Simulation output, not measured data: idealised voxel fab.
Documented hereafter: the process module known as voxel ribs on slabs.
It is cross-section cut that appears here, measuring 200 nm in width, its square cells being 5 nm in size.
Cross-section spec: square-cell grid; bands listed top down; each band is one or more rows. This entry defines a band. It first specifies the height of the band's top and the height of its bottom in nm, and then specifies the band's materials from left to right, stating each material with its width in nm. The word "full width" identifies a single material that fills the band from edge to edge, while the word "blank" identifies empty space. Height datum 0, below which the as-received substrate wafer is one material. Lowest band open at the bottom, running downward: "0 and below". Width "30 to 40": first value at the band's top row of cells, second value at its bottom row, equal change from row to row. Where the words "remained unchanged" appear for a step, the cross-section shows no cell changed by that step; every cell remained as before. Voids not open to the top, 8 cells minimum: see "Entrapped voids". Written width x height at distance; distance is from the left edge; nm. Post-settings text on a step line: simulator's own remark regarding the step. overlay nm, on a step with a mask: how far to the right of its planned place the mask lay; to the left if negative.
**So here's the lineup of process steps we planned**
step 1: RECEIVE (material Si)
step 2: DIRECTIONAL_DEP (material SiO2; thk nm 30)
step 3: DIRECTIONAL_DEP (material SiN; thk nm 15)
step 4: PATTERN (tone cover; mask id RIB; material resist; width nm 30; thk nm 20; overlay nm 0)
step 5: DIRECTIONAL_ETCH (etch materials SiN; depth nm 5)
step 6: STRIP (etch materials resist)
step 7: PATTERN (tone cover; mask id SLAB; material resist; width nm 70; thk nm 20; overlay nm 0)
step 8: DIRECTIONAL_ETCH (etch materials SiN; depth nm 10)
step 9: STRIP (etch materials resist)
step 10: FILL_DEP (material SiO2; thk nm 25)
step 11: CMP (height nm 60)
step 12: DIRECTIONAL_DEP (material TiN; thk nm 5)
step 13: PATTERN (tone cover; mask id HEATER; material resist; width nm 40; thk nm 15; overlay nm 0)
step 14: DIRECTIONAL_ETCH (etch materials TiN; depth nm 5)
step 15: STRIP (etch materials resist)
step 16: CONFORMAL_DEP (material SiO2; thk nm 10)
**The first of two wafers, run as planned**
**as received, after step 1**
    0 and below = Si full width
    Entrapped voids: none
**Step 2 complete: cross-section through the wafer**
    30 down to 0 = SiO2 full width
    Heights below 0 show no change.
**Step 3 complete: cross-section through the wafer**
    45 down to 30 = SiN full width
    Heights below 30 show no change.
**Step 4 complete: cross-section through the wafer**
    65 down to 45 = blank: 85, resist: 30, blank: 85
    Heights below 45 show no change.
**Step 5 complete: cross-section through the wafer**
    65 down to 45 = blank: 85, resist: 30, blank: 85
    45 down to 40 = blank: 85, SiN: 30, blank: 85
    Heights below 40 show no change.
**Step 6 complete: cross-section through the wafer**
    45 down to 40 = blank: 85, SiN: 30, blank: 85
    Heights below 40 show no change.
**Step 7 complete: cross-section through the wafer**
    65 down to 45 = blank: 65, resist: 70, blank: 65
    45 down to 40 = blank: 65, resist: 20, SiN: 30, resist: 20, blank: 65
    Heights below 40 show no change.
**Step 8 complete: cross-section through the wafer**
    65 down to 45 = blank: 65, resist: 70, blank: 65
    45 down to 40 = blank: 65, resist: 20, SiN: 30, resist: 20, blank: 65
    40 down to 30 = blank: 65, SiN: 70, blank: 65
    Heights below 30 show no change.
**Step 9 complete: cross-section through the wafer**
    45 down to 40 = blank: 85, SiN: 30, blank: 85
    Heights below 40 show no change.
**Step 10 complete: cross-section through the wafer**
    70 down to 45 = SiO2 full width
    45 down to 40 = SiO2: 85, SiN: 30, SiO2: 85
    40 down to 30 = SiO2: 65, SiN: 70, SiO2: 65
    Heights below 30 show no change.
**Step 11 complete: cross-section through the wafer**
    60 down to 45 = SiO2 full width
    Heights below 45 show no change.
**Step 12 complete: cross-section through the wafer**
    65 down to 60 = TiN full width
    Heights below 60 show no change.
**Step 13 complete: cross-section through the wafer**
    80 down to 65 = blank: 80, resist: 40, blank: 80
    Heights below 65 show no change.
**Step 14 complete: cross-section through the wafer**
    80 down to 65 = blank: 80, resist: 40, blank: 80
    65 down to 60 = blank: 80, TiN: 40, blank: 80
    Heights below 60 show no change.
**Step 15 complete: cross-section through the wafer**
    65 down to 60 = blank: 80, TiN: 40, blank: 80
    Heights below 60 show no change.
**Step 16 complete: cross-section through the wafer**
    75 down to 70 = blank: 70, SiO2: 60, blank: 70
    70 down to 65 = SiO2 full width
    65 down to 60 = SiO2: 80, TiN: 40, SiO2: 80
    Heights below 60 show no change.
**Wafer two. Same start, same plan, one slip in execution. Same as wafer one through step 2, inclusive**
**Cross-section of the second wafer when, according to plan, step 3 should have finished**
    60 down to 30 = SiN full width
    Heights below 30 show no change.
**Cross-section of the second wafer when, according to plan, step 4 should have finished**
    80 down to 60 = blank: 85, resist: 30, blank: 85
    Heights below 60 show no change.
**Cross-section of the second wafer when, according to plan, step 5 should have finished**
    80 down to 60 = blank: 85, resist: 30, blank: 85
    60 down to 55 = blank: 85, SiN: 30, blank: 85
    Heights below 55 show no change.
**Cross-section of the second wafer when, according to plan, step 6 should have finished**
    60 down to 55 = blank: 85, SiN: 30, blank: 85
    Heights below 55 show no change.
**Cross-section of the second wafer when, according to plan, step 7 should have finished**
    80 down to 60 = blank: 65, resist: 70, blank: 65
    60 down to 55 = blank: 65, resist: 20, SiN: 30, resist: 20, blank: 65
    Heights below 55 show no change.
**Cross-section of the second wafer when, according to plan, step 8 should have finished**
    80 down to 60 = blank: 65, resist: 70, blank: 65
    60 down to 55 = blank: 65, resist: 20, SiN: 30, resist: 20, blank: 65
    55 down to 45 = blank: 65, SiN: 70, blank: 65
    Heights below 45 show no change.
**Cross-section of the second wafer when, according to plan, step 9 should have finished**
    60 down to 55 = blank: 85, SiN: 30, blank: 85
    Heights below 55 show no change.
**Cross-section of the second wafer when, according to plan, step 10 should have finished**
    85 down to 60 = SiO2 full width
    60 down to 55 = SiO2: 85, SiN: 30, SiO2: 85
    55 down to 45 = SiO2: 65, SiN: 70, SiO2: 65
    Heights below 45 show no change.
**Cross-section of the second wafer when, according to plan, step 11 should have finished**
    60 down to 55 = SiO2: 85, SiN: 30, SiO2: 85
    Heights below 55 show no change.
**Cross-section of the second wafer when, according to plan, step 12 should have finished**
    65 down to 60 = TiN full width
    Heights below 60 show no change.
**Cross-section of the second wafer when, according to plan, step 13 should have finished**
    80 down to 65 = blank: 80, resist: 40, blank: 80
    Heights below 65 show no change.
**Cross-section of the second wafer when, according to plan, step 14 should have finished**
    80 down to 65 = blank: 80, resist: 40, blank: 80
    65 down to 60 = blank: 80, TiN: 40, blank: 80
    Heights below 60 show no change.
**Cross-section of the second wafer when, according to plan, step 15 should have finished**
    65 down to 60 = blank: 80, TiN: 40, blank: 80
    Heights below 60 show no change.
**Cross-section of the second wafer when, according to plan, step 16 should have finished**
    75 down to 70 = blank: 70, SiO2: 60, blank: 70
    70 down to 65 = SiO2 full width
    65 down to 60 = SiO2: 80, TiN: 40, SiO2: 80
    Heights below 60 show no change.
What was the processing mistake? step 3 of the plan was executed twice over
Wrapping up, a cell-based count of both wafers puts the second over or under the first for these materials: +120 SiN | -120 SiO2
